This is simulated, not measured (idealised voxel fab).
process module | voxel plated lines
cross-section cut | 195 nm wide | cells 5 nm
A cross-section is a grid of square cells, given in bands from the top down. A band is one or more rows of cells.
Each band's line starts with the height of the band's top and of its bottom, in nm. Then come its materials from left to right, each with its width in nm. One material with "throughout" fills the band from edge to edge. "air" is empty space.
Height 0 is the level under which the wafer as received is all one material. The lowest band goes on downwards, as in "0 down".
A width such as "30 to 40" changes by the same amount from each row of cells to the next, from the band's top row to its bottom row.
"no change" after a step means that no cell of the cross-section changed.
closed voids: empty space of 8 cells or more with no open way to the top, each as width x height at its distance from the left edge, in nm
after a step's settings: what the simulator itself notes on the step
overlay nm, on a step with a mask: how far to the right of its planned place the mask lay; to the left if negative
plan
1 op RECEIVE | material Si
2 op CONFORMAL_DEP | material SiN | thk nm 10
3 op DIRECTIONAL_DEP | material TiN | thk nm 5
4 op PATTERN | tone open | mask id LINES | material resist | width nm 15 | pitch nm 35 | thk nm 35 | overlay nm 0
5 op EPI | material Ru | thk nm 10
6 op EPI | material Ru | thk nm 5
7 op EPI | material Ru | thk nm 10
8 op STRIP | etch materials resist
9 op DIRECTIONAL_ETCH | etch materials TiN | depth nm 5
10 op CONFORMAL_DEP | material SiCN | thk nm 5
varied across the wafers: thk nm of step 10. The plan shows the first wafer's value. All wafers start alike
first wafer as received, after step 1
  0 down: Si throughout
  closed voids: none
each wafer at the end: cells of each material gained (+) or lost (-) since it was received, then its closed voids
thk nm 5 | +30 Ru | +63 SiCN | +78 SiN | +6 TiN | closed voids: none
thk nm 10 | +30 Ru | +126 SiCN | +78 SiN | +6 TiN | closed voids: none
thk nm 15 | +30 Ru | +177 SiCN | +78 SiN | +6 TiN | closed voids: none
thk nm 20 | +30 Ru | +228 SiCN | +78 SiN | +6 TiN | closed voids: none
